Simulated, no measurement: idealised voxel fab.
process module | voxel plated lines
cross-section cut | 245 nm wide | cells 5 nm
A cross-section is a grid of square cells, given in bands from the top down. A band is one or more rows of cells.
Each band's line starts with the height of the band's top and of its bottom, in nm. Then come its materials from left to right, each with its width in nm. One material with "throughout" fills the band from edge to edge. "air" is empty space.
Height 0 is the level under which the wafer as received is all one material. The lowest band goes on downwards, as in "0 down".
A width such as "30 to 40" changes by the same amount from each row of cells to the next, from the band's top row to its bottom row.
"no change" after a step means that no cell of the cross-section changed.
closed voids: empty space of 8 cells or more with no open way to the top, each as width x height at its distance from the left edge, in nm
after a step's settings: what the simulator itself notes on the step
overlay nm, on a step with a mask: how far to the right of its planned place the mask lay; to the left if negative
plan
1 op RECEIVE | material Si
2 op CONFORMAL_DEP | material SiN | thk nm 10
3 op DIRECTIONAL_DEP | material TiN | thk nm 5
4 op PATTERN | tone open | mask id LINES | material resist | width nm 30 | pitch nm 55 | thk nm 35 | overlay nm 0
5 op EPI | material Ru | thk nm 10
6 op EPI | material Ru | thk nm 5
7 op EPI | material Ru | thk nm 5
8 op STRIP | etch materials resist
9 op DIRECTIONAL_ETCH | etch materials TiN | depth nm 5
10 op CONFORMAL_DEP | material SiO2 | thk nm 5
as received, after step 1
  0 down: Si throughout
  closed voids: none
a wafer at the end: this start, this plan, one mistake
  40 to 35: air 20 | SiO2 40 | air 15 | SiO2 40 | air 15 | SiO2 40 | air 15 | SiO2 40 | air 20
  35 to 20: air 20 | SiO2 5 | Ru 30 | SiO2 5 | air 15 | SiO2 5 | Ru 30 | SiO2 5 | air 15 | SiO2 5 | Ru 30 | SiO2 5 | air 15 | SiO2 5 | Ru 30 | SiO2 5 | air 20
  20 to 15: SiO2 25 | Ru 30 | SiO2 25 | Ru 30 | SiO2 25 | Ru 30 | SiO2 25 | Ru 30 | SiO2 25
  15 to 10: Ru throughout
  10 to 0: SiN throughout
  0 down: Si throughout
  closed voids: none
what went wrong: step 3 ran as: op DIRECTIONAL_DEP | material Ru | thk nm 5
